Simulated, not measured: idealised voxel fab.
Process module in this document: voxel self aligned vias
300 nm wide, 5 nm square cells: that's cross-section cut.
Cross-sections here: square-cell grids, written as top-down lists of bands, a band being one or more rows of cells.
Basically the band line says how high the top is and how high the bottom is, in nm, and then what's in it from left to right, every material with its width in nm. Empty space shows up as "blank", and if a single material carries "everywhere" it runs the full band edge to edge.
Where do heights start? At 0: under that level the wafer as delivered is made of one material only. And the lowest band has no floor; it just carries on downward, as in "0 -> down".
So if you see something like "30 to 40" for the width, read it as the top row of the band sitting at the first number and the bottom row at the second, with every row in between moving by the same amount as the last.
"stayed the same" (step): cross-section cells unchanged, all of them.
This entry, "Enclosed void entries", enumerates those empty regions of no fewer than 8 cells that possess no open connection to the top. Each region is reported in the form width x height at distance, the distance being taken from the left edge, with all three quantities expressed in nm.
Note: text after step settings on the step line = simulator remark on that step.
"overlay nm" on a masked step: distance the mask lay right of its planned place, negative for left.
For the reader: what remains of this document is a series of pairs, each showing a cross-section before one process step and a cross-section after that step which reaches down only to the lowest band that changed, with the step between them and its settings set out under the pair. It should not be assumed that a pair continues from the pair above it; the pairs can come from different runs of this module on the same starting wafer, and such continuity exists only where the entry headed "Before step" says so.
Before step:
  0 -> down: Si everywhere
  Enclosed void entries: none
Structure After Step:
  10 -> 0: SiO2 everywhere
  Below a height of 0, the structure has not been altered.
  Enclosed void entries: none
Transition step, before and after shown above: CONFORMAL_DEP, material SiO2, thk nm 10
Before step: For the state before this step, see the after cross-section of the pair located directly above.
Structure After Step:
  15 -> 10: SiCN everywhere
  Below a height of 10, the structure has not been altered.
  Enclosed void entries: none
Transition step, before and after shown above: CONFORMAL_DEP, material SiCN, thk nm 5
Before step: For the state before this step, see the after cross-section of the pair located directly above.
Structure After Step:
  35 -> 15: lowk everywhere
  Below a height of 15, the structure has not been altered.
  Enclosed void entries: none
Transition step, before and after shown above: DIRECTIONAL_DEP, material lowk, thk nm 20
Before step: For the state before this step, see the after cross-section of the pair located directly above.
Structure After Step:
  45 -> 35: aC everywhere
  Below a height of 35, the structure has not been altered.
  Enclosed void entries: none
Transition step, before and after shown above: DIRECTIONAL_DEP, material aC, thk nm 10
Before step: For the state before this step, see the after cross-section of the pair located directly above.
Structure After Step:
  75 -> 45: resist: 105 / blank: 20 / resist: 50 / blank: 20 / resist: 105
  Below a height of 45, the structure has not been altered.
  Enclosed void entries: none
Transition step, before and after shown above: PATTERN, tone open, mask id LINES, material resist, width nm 20, pitch nm 70, thk nm 30, overlay nm 0
Before step: For the state before this step, see the after cross-section of the pair located directly above.
Structure After Step:
  65 -> 45: resist: 105 / blank: 20 / resist: 50 / blank: 20 / resist: 105
  45 -> 35: aC: 105 / blank: 20 / aC: 50 / blank: 20 / aC: 105
  Below a height of 35, the structure has not been altered.
  Enclosed void entries: none
Transition step, before and after shown above: DIRECTIONAL_ETCH, etch materials aC, depth nm 10
Before step: For the state before this step, see the after cross-section of the pair located directly above.
Structure After Step:
  45 -> 35: aC: 105 / blank: 20 / aC: 50 / blank: 20 / aC: 105
  Below a height of 35, the structure has not been altered.
  Enclosed void entries: none
Transition step, before and after shown above: STRIP, etch materials resist
Before step: For the state before this step, see the after cross-section of the pair located directly above.
Structure After Step:
  45 -> 35: aC: 105 / blank: 20 / aC: 50 / blank: 20 / aC: 105
  35 -> 15: lowk: 105 / blank: 20 / lowk: 50 / blank: 20 / lowk: 105
  Below a height of 15, the structure has not been altered.
  Enclosed void entries: none
Transition step, before and after shown above: DIRECTIONAL_ETCH, etch materials lowk, depth nm 20
Before step: For the state before this step, see the after cross-section of the pair located directly above.
Structure After Step:
  35 -> 15: lowk: 105 / blank: 20 / lowk: 50 / blank: 20 / lowk: 105
  Below a height of 15, the structure has not been altered.
  Enclosed void entries: none
Transition step, before and after shown above: STRIP, etch materials aC
Before step: For the state before this step, see the after cross-section of the pair located directly above.
Structure After Step:
  40 -> 35: TiN: 110 / blank: 10 / TiN: 60 / blank: 10 / TiN: 110
  35 -> 20: lowk: 105 / TiN: 5 / blank: 10 / TiN: 5 / lowk: 50 / TiN: 5 / blank: 10 / TiN: 5 / lowk: 105
  20 -> 15: lowk: 105 / TiN: 20 / lowk: 50 / TiN: 20 / lowk: 105
  Below a height of 15, the structure has not been altered.
  Enclosed void entries: none
Transition step, before and after shown above: CONFORMAL_DEP, material TiN, thk nm 5
Before step: For the state before this step, see the after cross-section of the pair located directly above.
Structure After Step:
  50 -> 40: W everywhere
  40 -> 35: TiN: 110 / W: 10 / TiN: 60 / W: 10 / TiN: 110
  35 -> 20: lowk: 105 / TiN: 5 / W: 10 / TiN: 5 / lowk: 50 / TiN: 5 / W: 10 / TiN: 5 / lowk: 105
  Below a height of 20, the structure has not been altered.
  Enclosed void entries: none
Transition step, before and after shown above: FILL_DEP, material W, thk nm 10
Before step: For the state before this step, see the after cross-section of the pair located directly above.
Structure After Step:
  35 -> 20: lowk: 105 / TiN: 5 / W: 10 / TiN: 5 / lowk: 50 / TiN: 5 / W: 10 / TiN: 5 / lowk: 105
  Below a height of 20, the structure has not been altered.
  Enclosed void entries: none
Transition step, before and after shown above: CMP, height nm 35
Before step: For the state before this step, see the after cross-section of the pair located directly above.
Structure After Step:
  35 -> 30: lowk: 105 / blank: 20 / lowk: 50 / blank: 20 / lowk: 105
  Below a height of 30, the structure has not been altered.
  Enclosed void entries: none
Transition step, before and after shown above: SELECTIVE_ETCH, etch materials W Ru TiN, depth nm 5
Before step: For the state before this step, see the after cross-section of the pair located directly above.
Structure After Step:
  40 -> 35: SiN everywhere
  35 -> 30: lowk: 105 / SiN: 20 / lowk: 50 / SiN: 20 / lowk: 105
  Below a height of 30, the structure has not been altered.
  Enclosed void entries: none
Transition step, before and after shown above: FILL_DEP, material SiN, thk nm 5
Before step: For the state before this step, see the after cross-section of the pair located directly above.
Structure After Step:
  35 -> 30: lowk: 105 / SiN: 20 / lowk: 50 / SiN: 20 / lowk: 105
  Below a height of 30, the structure has not been altered.
  Enclosed void entries: none
Transition step, before and after shown above: CMP, height nm 35
Before step: For the state before this step, see the after cross-section of the pair located directly above.
Structure After Step:
  55 -> 35: lowk everywhere
  Below a height of 35, the structure has not been altered.
  Enclosed void entries: none
Transition step, before and after shown above: DIRECTIONAL_DEP, material lowk, thk nm 20
Before step: For the state before this step, see the after cross-section of the pair located directly above.
Structure After Step:
  75 -> 55: resist: 95 / blank: 40 / resist: 165
  Below a height of 55, the structure has not been altered.
  Enclosed void entries: none
Transition step, before and after shown above: PATTERN, tone open, mask id VIAS, material resist, width nm 40, thk nm 20, overlay nm 0
Before step: For the state before this step, see the after cross-section of the pair located directly above.
Structure After Step:
  75 -> 55: resist: 95 / blank: 40 / resist: 165
  55 -> 35: lowk: 95 / blank: 40 / lowk: 165
  Below a height of 35, the structure has not been altered.
  Enclosed void entries: none
Transition step, before and after shown above: DIRECTIONAL_ETCH, etch materials lowk, depth nm 20
Before step: For the state before this step, see the after cross-section of the pair located directly above.
Structure After Step:
  75 -> 55: resist: 95 / blank: 40 / resist: 165
  55 -> 35: lowk: 95 / blank: 40 / lowk: 165
  35 -> 30: lowk: 105 / blank: 20 / lowk: 50 / SiN: 20 / lowk: 105
  Below a height of 30, the structure has not been altered.
  Enclosed void entries: none
Transition step, before and after shown above: DIRECTIONAL_ETCH, etch materials SiN, depth nm 5
Before step: For the state before this step, see the after cross-section of the pair located directly above.
Structure After Step:
  55 -> 35: lowk: 95 / blank: 40 / lowk: 165
  Below a height of 35, the structure has not been altered.
  Enclosed void entries: none
Transition step, before and after shown above: STRIP, etch materials resist
Before step: For the state before this step, see the after cross-section of the pair located directly above.
Structure After Step:
  60 -> 55: TiN: 100 / blank: 30 / TiN: 170
  55 -> 40: lowk: 95 / TiN: 5 / blank: 30 / TiN: 5 / lowk: 165
  40 -> 35: lowk: 95 / TiN: 15 / blank: 10 / TiN: 15 / lowk: 165
  35 -> 30: lowk: 105 / TiN: 20 / lowk: 50 / SiN: 20 / lowk: 105
  Below a height of 30, the structure has not been altered.
  Enclosed void entries: none
Transition step, before and after shown above: CONFORMAL_DEP, material TiN, thk nm 5
Before step: For the state before this step, see the after cross-section of the pair located directly above.
Structure After Step:
  70 -> 60: W everywhere
  60 -> 55: TiN: 100 / W: 30 / TiN: 170
  55 -> 40: lowk: 95 / TiN: 5 / W: 30 / TiN: 5 / lowk: 165
  40 -> 35: lowk: 95 / TiN: 15 / W: 10 / TiN: 15 / lowk: 165
  Below a height of 35, the structure has not been altered.
  Enclosed void entries: none
Transition step, before and after shown above: FILL_DEP, material W, thk nm 10
Before step: For the state before this step, see the after cross-section of the pair located directly above.
Structure After Step:
  55 -> 40: lowk: 95 / TiN: 5 / W: 30 / TiN: 5 / lowk: 165
  Below a height of 40, the structure has not been altered.
  Enclosed void entries: none
Transition step, before and after shown above: CMP, height nm 55
Before step: For the state before this step, see the after cross-section of the pair located directly above.
Structure After Step:
  60 -> 55: SiN everywhere
  Below a height of 55, the structure has not been altered.
  Enclosed void entries: none
Transition step, before and after shown above: CONFORMAL_DEP, material SiN, thk nm 5
Before step:
  70 -> 60: W everywhere
  60 -> 55: TiN: 100 / W: 30 / TiN: 170
  55 -> 40: lowk: 95 / TiN: 5 / W: 30 / TiN: 5 / lowk: 165
  40 -> 35: lowk: 95 / TiN: 15 / W: 10 / TiN: 15 / lowk: 165
  35 -> 30: lowk: 105 / TiN: 20 / lowk: 50 / SiN: 20 / lowk: 105
  30 -> 20: lowk: 105 / TiN: 5 / W: 10 / TiN: 5 / lowk: 50 / TiN: 5 / W: 10 / TiN: 5 / lowk: 105
  20 -> 15: lowk: 105 / TiN: 20 / lowk: 50 / TiN: 20 / lowk: 105
  15 -> 10: SiCN everywhere
  10 -> 0: SiO2 everywhere
  0 -> down: Si everywhere
  Enclosed void entries: none
Structure After Step:
  75 -> 70: SiN everywhere
  Below a height of 70, the structure has not been altered.
  Enclosed void entries: none
Transition step, before and after shown above: CONFORMAL_DEP, material SiN, thk nm 5
Before step:
  75 -> 55: resist: 95 / blank: 40 / resist: 165
  55 -> 35: lowk: 95 / blank: 40 / lowk: 165
  35 -> 30: lowk: 105 / SiN: 20 / lowk: 50 / SiN: 20 / lowk: 105
  30 -> 20: lowk: 105 / TiN: 5 / W: 10 / TiN: 5 / lowk: 50 / TiN: 5 / W: 10 / TiN: 5 / lowk: 105
  20 -> 15: lowk: 105 / TiN: 20 / lowk: 50 / TiN: 20 / lowk: 105
  15 -> 10: SiCN everywhere
  10 -> 0: SiO2 everywhere
  0 -> down: Si everywhere
  Enclosed void entries: none
Structure After Step:
  75 -> 55: resist: 95 / blank: 40 / resist: 165
  55 -> 35: lowk: 95 / blank: 40 / lowk: 165
  35 -> 30: lowk: 95 / blank: 10 / SiN: 20 / blank: 10 / lowk: 40 / SiN: 20 / lowk: 105
  30 -> 20: lowk: 95 / blank: 10 / TiN: 5 / W: 10 / TiN: 5 / blank: 10 / lowk: 40 / TiN: 5 / W: 10 / TiN: 5 / lowk: 105
  20 -> 15: lowk: 95 / blank: 10 / TiN: 20 / blank: 10 / lowk: 40 / TiN: 20 / lowk: 105
  Below a height of 15, the structure has not been altered.
  Enclosed void entries: none
Transition step, before and after shown above: DIRECTIONAL_ETCH, etch materials lowk, depth nm 20
Before step: For the state before this step, see the after cross-section of the pair located directly above.
Structure After Step:
  75 -> 55: resist: 95 / blank: 40 / resist: 165
  55 -> 35: lowk: 95 / blank: 40 / lowk: 165
  35 -> 30: lowk: 95 / blank: 40 / lowk: 40 / SiN: 20 / lowk: 105
  Below a height of 30, the structure has not been altered.
  Enclosed void entries: none
Transition step, before and after shown above: DIRECTIONAL_ETCH, etch materials SiN, depth nm 5
Before step: For the state before this step, see the after cross-section of the pair located directly above.
Structure After Step:
  55 -> 35: lowk: 95 / blank: 40 / lowk: 165
  Below a height of 35, the structure has not been altered.
  Enclosed void entries: none
Transition step, before and after shown above: STRIP, etch materials resist
Before step: For the state before this step, see the after cross-section of the pair located directly above.
Structure After Step:
  60 -> 55: TiN: 100 / blank: 30 / TiN: 170
  55 -> 35: lowk: 95 / TiN: 5 / blank: 30 / TiN: 5 / lowk: 165
  35 -> 30: lowk: 95 / TiN: 40 / lowk: 40 / SiN: 20 / lowk: 105
  30 -> 20: lowk: 95 / TiN: 15 / W: 10 / TiN: 15 / lowk: 40 / TiN: 5 / W: 10 / TiN: 5 / lowk: 105
  20 -> 15: lowk: 95 / TiN: 40 / lowk: 40 / TiN: 20 / lowk: 105
  Below a height of 15, the structure has not been altered.
  Enclosed void entries: none
Transition step, before and after shown above: CONFORMAL_DEP, material TiN, thk nm 5
Before step: For the state before this step, see the after cross-section of the pair located directly above.
Structure After Step:
  70 -> 60: W everywhere
  60 -> 55: TiN: 100 / W: 30 / TiN: 170
  55 -> 35: lowk: 95 / TiN: 5 / W: 30 / TiN: 5 / lowk: 165
  Below a height of 35, the structure has not been altered.
  Enclosed void entries: none
Transition step, before and after shown above: FILL_DEP, material W, thk nm 10
Before step: For the state before this step, see the after cross-section of the pair located directly above.
Structure After Step:
  55 -> 35: lowk: 95 / TiN: 5 / W: 30 / TiN: 5 / lowk: 165
  Below a height of 35, the structure has not been altered.
  Enclosed void entries: none
Transition step, before and after shown above: CMP, height nm 55
Before step: For the state before this step, see the after cross-section of the pair located directly above.
Structure After Step:
  60 -> 55: SiN everywhere
  Below a height of 55, the structure has not been altered.
  Enclosed void entries: none
Transition step, before and after shown above: CONFORMAL_DEP, material SiN, thk nm 5
Before step:
  10 -> 0: SiO2 everywhere
  0 -> down: Si everywhere
  Enclosed void entries: none
Structure After Step:
  30 -> 10: lowk everywhere
  Below a height of 10, the structure has not been altered.
  Enclosed void entries: none
Transition step, before and after shown above: DIRECTIONAL_DEP, material lowk, thk nm 20
Before step: For the state before this step, see the after cross-section of the pair located directly above.
Structure After Step:
  35 -> 30: SiCN everywhere
  Below a height of 30, the structure has not been altered.
  Enclosed void entries: none
Transition step, before and after shown above: CONFORMAL_DEP, material SiCN, thk nm 5
Before step: For the state before this step, see the after cross-section of the pair located directly above.
Structure After Step:
  45 -> 35: aC everywhere
  Below a height of 35, the structure has not been altered.
  Enclosed void entries: none
Transition step, before and after shown above: DIRECTIONAL_DEP, material aC, thk nm 10
Before step: For the state before this step, see the after cross-section of the pair located directly above.
Structure After Step:
  75 -> 45: resist: 105 / blank: 20 / resist: 50 / blank: 20 / resist: 105
  Below a height of 45, the structure has not been altered.
  Enclosed void entries: none
Transition step, before and after shown above: PATTERN, tone open, mask id LINES, material resist, width nm 20, pitch nm 70, thk nm 30, overlay nm 0
Before step: For the state before this step, see the after cross-section of the pair located directly above.
Structure After Step:
  65 -> 45: resist: 105 / blank: 20 / resist: 50 / blank: 20 / resist: 105
  45 -> 35: aC: 105 / blank: 20 / aC: 50 / blank: 20 / aC: 105
  Below a height of 35, the structure has not been altered.
  Enclosed void entries: none
Transition step, before and after shown above: DIRECTIONAL_ETCH, etch materials aC, depth nm 10
Before step: For the state before this step, see the after cross-section of the pair located directly above.
Structure After Step:
  45 -> 35: aC: 105 / blank: 20 / aC: 50 / blank: 20 / aC: 105
  Below a height of 35, the structure has not been altered.
  Enclosed void entries: none
Transition step, before and after shown above: STRIP, etch materials resist
Before step: For the state before this step, see the after cross-section of the pair located directly above.
Structure After Step:
  35 -> 30: SiCN everywhere
  Below a height of 30, the structure has not been altered.
  Enclosed void entries: none
Transition step, before and after shown above: STRIP, etch materials aC
Before step: For the state before this step, see the after cross-section of the pair located directly above.
Structure After Step:
  40 -> 35: TiN everywhere
  Below a height of 35, the structure has not been altered.
  Enclosed void entries: none
Transition step, before and after shown above: CONFORMAL_DEP, material TiN, thk nm 5
Before step: For the state before this step, see the after cross-section of the pair located directly above.
Structure After Step:
  50 -> 40: W everywhere
  Below a height of 40, the structure has not been altered.
  Enclosed void entries: none
Transition step, before and after shown above: FILL_DEP, material W, thk nm 10
Before step: For the state before this step, see the after cross-section of the pair located directly above.
Structure After Step:
  35 -> 30: SiCN everywhere
  Below a height of 30, the structure has not been altered.
  Enclosed void entries: none
Transition step, before and after shown above: CMP, height nm 35
Before step: For the state before this step, see the after cross-section of the pair located directly above.
Structure After Step:
  40 -> 35: SiN everywhere
  Below a height of 35, the structure has not been altered.
  Enclosed void entries: none
Transition step, before and after shown above: FILL_DEP, material SiN, thk nm 5
Before step: For the state before this step, see the after cross-section of the pair located directly above.
Structure After Step:
  35 -> 30: SiCN everywhere
  Below a height of 30, the structure has not been altered.
  Enclosed void entries: none
Transition step, before and after shown above: CMP, height nm 35
Before step: For the state before this step, see the after cross-section of the pair located directly above.
Structure After Step:
  55 -> 35: lowk everywhere
  Below a height of 35, the structure has not been altered.
  Enclosed void entries: none
Transition step, before and after shown above: DIRECTIONAL_DEP, material lowk, thk nm 20
Before step: For the state before this step, see the after cross-section of the pair located directly above.
Structure After Step:
  75 -> 55: resist: 95 / blank: 40 / resist: 165
  Below a height of 55, the structure has not been altered.
  Enclosed void entries: none
Transition step, before and after shown above: PATTERN, tone open, mask id VIAS, material resist, width nm 40, thk nm 20, overlay nm 0
Before step: For the state before this step, see the after cross-section of the pair located directly above.
Structure After Step:
  75 -> 55: resist: 95 / blank: 40 / resist: 165
  55 -> 35: lowk: 95 / blank: 40 / lowk: 165
  Below a height of 35, the structure has not been altered.
  Enclosed void entries: none
Transition step, before and after shown above: DIRECTIONAL_ETCH, etch materials lowk, depth nm 20
Before step: For the state before this step, see the after cross-section of the pair located directly above.
Structure After Step:
  55 -> 35: lowk: 95 / blank: 40 / lowk: 165
  Below a height of 35, the structure has not been altered.
  Enclosed void entries: none
Transition step, before and after shown above: STRIP, etch materials resist
Before step: For the state before this step, see the after cross-section of the pair located directly above.
Structure After Step:
  60 -> 55: TiN: 100 / blank: 30 / TiN: 170
  55 -> 40: lowk: 95 / TiN: 5 / blank: 30 / TiN: 5 / lowk: 165
  40 -> 35: lowk: 95 / TiN: 40 / lowk: 165
  Below a height of 35, the structure has not been altered.
  Enclosed void entries: none
Transition step, before and after shown above: CONFORMAL_DEP, material TiN, thk nm 5
Before step: For the state before this step, see the after cross-section of the pair located directly above.
Structure After Step:
  70 -> 60: W everywhere
  60 -> 55: TiN: 100 / W: 30 / TiN: 170
  55 -> 40: lowk: 95 / TiN: 5 / W: 30 / TiN: 5 / lowk: 165
  Below a height of 40, the structure has not been altered.
  Enclosed void entries: none
Transition step, before and after shown above: FILL_DEP, material W, thk nm 10
Before step: For the state before this step, see the after cross-section of the pair located directly above.
Structure After Step:
  55 -> 40: lowk: 95 / TiN: 5 / W: 30 / TiN: 5 / lowk: 165
  Below a height of 40, the structure has not been altered.
  Enclosed void entries: none
Transition step, before and after shown above: CMP, height nm 55
Before step: For the state before this step, see the after cross-section of the pair located directly above.
Structure After Step:
  60 -> 55: SiN everywhere
  Below a height of 55, the structure has not been altered.
  Enclosed void entries: none
Transition step, before and after shown above: CONFORMAL_DEP, material SiN, thk nm 5
Before step:
  75 -> 55: resist: 95 / blank: 40 / resist: 165
  55 -> 35: lowk everywhere
  35 -> 30: lowk: 105 / SiN: 20 / lowk: 50 / SiN: 20 / lowk: 105
  30 -> 20: lowk: 105 / TiN: 5 / W: 10 / TiN: 5 / lowk: 50 / TiN: 5 / W: 10 / TiN: 5 / lowk: 105
  20 -> 15: lowk: 105 / TiN: 20 / lowk: 50 / TiN: 20 / lowk: 105
  15 -> 10: SiCN everywhere
  10 -> 0: SiO2 everywhere
  0 -> down: Si everywhere
  Enclosed void entries: none
Structure After Step:
  75 -> 55: resist: 95 / blank: 40 / resist: 165
  55 -> 35: lowk: 95 / blank: 40 / lowk: 165
  35 -> 30: lowk: 95 / blank: 10 / SiN: 20 / blank: 10 / lowk: 40 / SiN: 20 / lowk: 105
  Below a height of 30, the structure has not been altered.
  Enclosed void entries: none
Transition step, before and after shown above: DIRECTIONAL_ETCH, etch materials lowk, depth nm 25
Before step: For the state before this step, see the after cross-section of the pair located directly above.
Structure After Step:
  75 -> 55: resist: 95 / blank: 40 / resist: 165
  55 -> 35: lowk: 95 / blank: 40 / lowk: 165
  35 -> 30: lowk: 95 / blank: 40 / lowk: 40 / SiN: 20 / lowk: 105
  Below a height of 30, the structure has not been altered.
  Enclosed void entries: none
Transition step, before and after shown above: DIRECTIONAL_ETCH, etch materials SiN, depth nm 5
Before step: For the state before this step, see the after cross-section of the pair located directly above.
Structure After Step:
  55 -> 35: lowk: 95 / blank: 40 / lowk: 165
  Below a height of 35, the structure has not been altered.
  Enclosed void entries: none
Transition step, before and after shown above: STRIP, etch materials resist
Before step: For the state before this step, see the after cross-section of the pair located directly above.
Structure After Step:
  60 -> 55: TiN: 100 / blank: 30 / TiN: 170
  55 -> 35: lowk: 95 / TiN: 5 / blank: 30 / TiN: 5 / lowk: 165
  35 -> 30: lowk: 95 / TiN: 40 / lowk: 40 / SiN: 20 / lowk: 105
  Below a height of 30, the structure has not been altered.
  Enclosed void entries: none
Transition step, before and after shown above: CONFORMAL_DEP, material TiN, thk nm 5
Before step: For the state before this step, see the after cross-section of the pair located directly above.
Structure After Step:
  70 -> 60: W everywhere
  60 -> 55: TiN: 100 / W: 30 / TiN: 170
  55 -> 35: lowk: 95 / TiN: 5 / W: 30 / TiN: 5 / lowk: 165
  Below a height of 35, the structure has not been altered.
  Enclosed void entries: none
Transition step, before and after shown above: FILL_DEP, material W, thk nm 10
Before step: For the state before this step, see the after cross-section of the pair located directly above.
Structure After Step:
  55 -> 35: lowk: 95 / TiN: 5 / W: 30 / TiN: 5 / lowk: 165
  Below a height of 35, the structure has not been altered.
  Enclosed void entries: none
Transition step, before and after shown above: CMP, height nm 55
Before step: For the state before this step, see the after cross-section of the pair located directly above.
Structure After Step:
  60 -> 55: SiN everywhere
  Below a height of 55, the structure has not been altered.
  Enclosed void entries: none
Transition step, before and after shown above: CONFORMAL_DEP, material SiN, thk nm 5
Before step:
  45 -> 35: aC everywhere
  35 -> 15: lowk everywhere
  15 -> 10: SiCN everywhere
  10 -> 0: SiO2 everywhere
  0 -> down: Si everywhere
  Enclosed void entries: none
Structure After Step:
  75 -> 45: resist: 100 / blank: 30 / resist: 40 / blank: 30 / resist: 100
  Below a height of 45, the structure has not been altered.
  Enclosed void entries: none
Transition step, before and after shown above: PATTERN, tone open, mask id LINES, material resist, width nm 30, pitch nm 70, thk nm 30, overlay nm 0
Before step: For the state before this step, see the after cross-section of the pair located directly above.
Structure After Step:
  65 -> 45: resist: 100 / blank: 30 / resist: 40 / blank: 30 / resist: 100
  45 -> 35: aC: 100 / blank: 30 / aC: 40 / blank: 30 / aC: 100
  Below a height of 35, the structure has not been altered.
  Enclosed void entries: none
Transition step, before and after shown above: DIRECTIONAL_ETCH, etch materials aC, depth nm 10
Before step: For the state before this step, see the after cross-section of the pair located directly above.
Structure After Step:
  45 -> 35: aC: 100 / blank: 30 / aC: 40 / blank: 30 / aC: 100
  Below a height of 35, the structure has not been altered.
  Enclosed void entries: none
Transition step, before and after shown above: STRIP, etch materials resist
Before step: For the state before this step, see the after cross-section of the pair located directly above.
Structure After Step:
  45 -> 35: aC: 100 / blank: 30 / aC: 40 / blank: 30 / aC: 100
  35 -> 15: lowk: 100 / blank: 30 / lowk: 40 / blank: 30 / lowk: 100
  Below a height of 15, the structure has not been altered.
  Enclosed void entries: none
Transition step, before and after shown above: DIRECTIONAL_ETCH, etch materials lowk, depth nm 20
Before step: For the state before this step, see the after cross-section of the pair located directly above.
Structure After Step:
  35 -> 15: lowk: 100 / blank: 30 / lowk: 40 / blank: 30 / lowk: 100
  Below a height of 15, the structure has not been altered.
  Enclosed void entries: none
Transition step, before and after shown above: STRIP, etch materials aC
Before step: For the state before this step, see the after cross-section of the pair located directly above.
Structure After Step:
  40 -> 35: TiN: 105 / blank: 20 / TiN: 50 / blank: 20 / TiN: 105
  35 -> 20: lowk: 100 / TiN: 5 / blank: 20 / TiN: 5 / lowk: 40 / TiN: 5 / blank: 20 / TiN: 5 / lowk: 100
  20 -> 15: lowk: 100 / TiN: 30 / lowk: 40 / TiN: 30 / lowk: 100
  Below a height of 15, the structure has not been altered.
  Enclosed void entries: none
Transition step, before and after shown above: CONFORMAL_DEP, material TiN, thk nm 5
Before step: For the state before this step, see the after cross-section of the pair located directly above.
Structure After Step:
  50 -> 40: W everywhere
  40 -> 35: TiN: 105 / W: 20 / TiN: 50 / W: 20 / TiN: 105
  35 -> 20: lowk: 100 / TiN: 5 / W: 20 / TiN: 5 / lowk: 40 / TiN: 5 / W: 20 / TiN: 5 / lowk: 100
  Below a height of 20, the structure has not been altered.
  Enclosed void entries: none
Transition step, before and after shown above: FILL_DEP, material W, thk nm 10
Before step: For the state before this step, see the after cross-section of the pair located directly above.
Structure After Step:
  35 -> 20: lowk: 100 / TiN: 5 / W: 20 / TiN: 5 / lowk: 40 / TiN: 5 / W: 20 / TiN: 5 / lowk: 100
  Below a height of 20, the structure has not been altered.
  Enclosed void entries: none
Transition step, before and after shown above: CMP, height nm 35
Before step: For the state before this step, see the after cross-section of the pair located directly above.
Structure After Step:
  35 -> 30: lowk: 100 / blank: 30 / lowk: 40 / blank: 30 / lowk: 100
  Below a height of 30, the structure has not been altered.
  Enclosed void entries: none
Transition step, before and after shown above: SELECTIVE_ETCH, etch materials W Ru TiN, depth nm 5
Before step: For the state before this step, see the after cross-section of the pair located directly above.
Structure After Step:
  40 -> 35: SiN everywhere
  35 -> 30: lowk: 100 / SiN: 30 / lowk: 40 / SiN: 30 / lowk: 100
  Below a height of 30, the structure has not been altered.
  Enclosed void entries: none
Transition step, before and after shown above: FILL_DEP, material SiN, thk nm 5
Before step: For the state before this step, see the after cross-section of the pair located directly above.
Structure After Step:
  35 -> 30: lowk: 100 / SiN: 30 / lowk: 40 / SiN: 30 / lowk: 100
  Below a height of 30, the structure has not been altered.
  Enclosed void entries: none
Transition step, before and after shown above: CMP, height nm 35
Before step: For the state before this step, see the after cross-section of the pair located directly above.
Structure After Step:
  55 -> 35: lowk everywhere
  Below a height of 35, the structure has not been altered.
  Enclosed void entries: none
Transition step, before and after shown above: DIRECTIONAL_DEP, material lowk, thk nm 20
Before step: For the state before this step, see the after cross-section of the pair located directly above.
Structure After Step:
  75 -> 55: resist: 95 / blank: 40 / resist: 165
  Below a height of 55, the structure has not been altered.
  Enclosed void entries: none
Transition step, before and after shown above: PATTERN, tone open, mask id VIAS, material resist, width nm 40, thk nm 20, overlay nm 0
Before step: For the state before this step, see the after cross-section of the pair located directly above.
Structure After Step:
  75 -> 55: resist: 95 / blank: 40 / resist: 165
  55 -> 35: lowk: 95 / blank: 40 / lowk: 165
  Below a height of 35, the structure has not been altered.
  Enclosed void entries: none
Transition step, before and after shown above: DIRECTIONAL_ETCH, etch materials lowk, depth nm 20
Before step: For the state before this step, see the after cross-section of the pair located directly above.
Structure After Step:
  75 -> 55: resist: 95 / blank: 40 / resist: 165
  55 -> 35: lowk: 95 / blank: 40 / lowk: 165
  35 -> 30: lowk: 100 / blank: 30 / lowk: 40 / SiN: 30 / lowk: 100
  Below a height of 30, the structure has not been altered.
  Enclosed void entries: none
Transition step, before and after shown above: DIRECTIONAL_ETCH, etch materials SiN, depth nm 5
Before step: For the state before this step, see the after cross-section of the pair located directly above.
Structure After Step:
  55 -> 35: lowk: 95 / blank: 40 / lowk: 165
  Below a height of 35, the structure has not been altered.
  Enclosed void entries: none
Transition step, before and after shown above: STRIP, etch materials resist
Before step: For the state before this step, see the after cross-section of the pair located directly above.
Structure After Step:
  60 -> 55: TiN: 100 / blank: 30 / TiN: 170
  55 -> 40: lowk: 95 / TiN: 5 / blank: 30 / TiN: 5 / lowk: 165
  40 -> 35: lowk: 95 / TiN: 10 / blank: 20 / TiN: 10 / lowk: 165
  35 -> 30: lowk: 100 / TiN: 30 / lowk: 40 / SiN: 30 / lowk: 100
  Below a height of 30, the structure has not been altered.
  Enclosed void entries: none
Transition step, before and after shown above: CONFORMAL_DEP, material TiN, thk nm 5
Before step: For the state before this step, see the after cross-section of the pair located directly above.
Structure After Step:
  70 -> 60: W everywhere
  60 -> 55: TiN: 100 / W: 30 / TiN: 170
  55 -> 40: lowk: 95 / TiN: 5 / W: 30 / TiN: 5 / lowk: 165
  40 -> 35: lowk: 95 / TiN: 10 / W: 20 / TiN: 10 / lowk: 165
  Below a height of 35, the structure has not been altered.
  Enclosed void entries: none
Transition step, before and after shown above: FILL_DEP, material W, thk nm 10
Before step: For the state before this step, see the after cross-section of the pair located directly above.
Structure After Step:
  55 -> 40: lowk: 95 / TiN: 5 / W: 30 / TiN: 5 / lowk: 165
  Below a height of 40, the structure has not been altered.
  Enclosed void entries: none
Transition step, before and after shown above: CMP, height nm 55
Before step: For the state before this step, see the after cross-section of the pair located directly above.
Structure After Step:
  60 -> 55: SiN everywhere
  Below a height of 55, the structure has not been altered.
  Enclosed void entries: none
Transition step, before and after shown above: CONFORMAL_DEP, material SiN, thk nm 5
Before step:
  45 -> 35: aC everywhere
  35 -> 15: lowk everywhere
  15 -> 10: SiCN everywhere
  10 -> 0: SiO2 everywhere
  0 -> down: Si everywhere
  Enclosed void entries: none
Structure After Step:
  75 -> 45: resist: 100 / blank: 20 / resist: 50 / blank: 20 / resist: 110
  Below a height of 45, the structure has not been altered.
  Enclosed void entries: none
Transition step, before and after shown above: PATTERN, tone open, mask id LINES, material resist, width nm 20, pitch nm 70, thk nm 30, overlay nm -5
Before step: For the state before this step, see the after cross-section of the pair located directly above.
Structure After Step:
  65 -> 45: resist: 100 / blank: 20 / resist: 50 / blank: 20 / resist: 110
  45 -> 35: aC: 100 / blank: 20 / aC: 50 / blank: 20 / aC: 110
  Below a height of 35, the structure has not been altered.
  Enclosed void entries: none
Transition step, before and after shown above: DIRECTIONAL_ETCH, etch materials aC, depth nm 10
Before step: For the state before this step, see the after cross-section of the pair located directly above.
Structure After Step:
  45 -> 35: aC: 100 / blank: 20 / aC: 50 / blank: 20 / aC: 110
  Below a height of 35, the structure has not been altered.
  Enclosed void entries: none
Transition step, before and after shown above: STRIP, etch materials resist
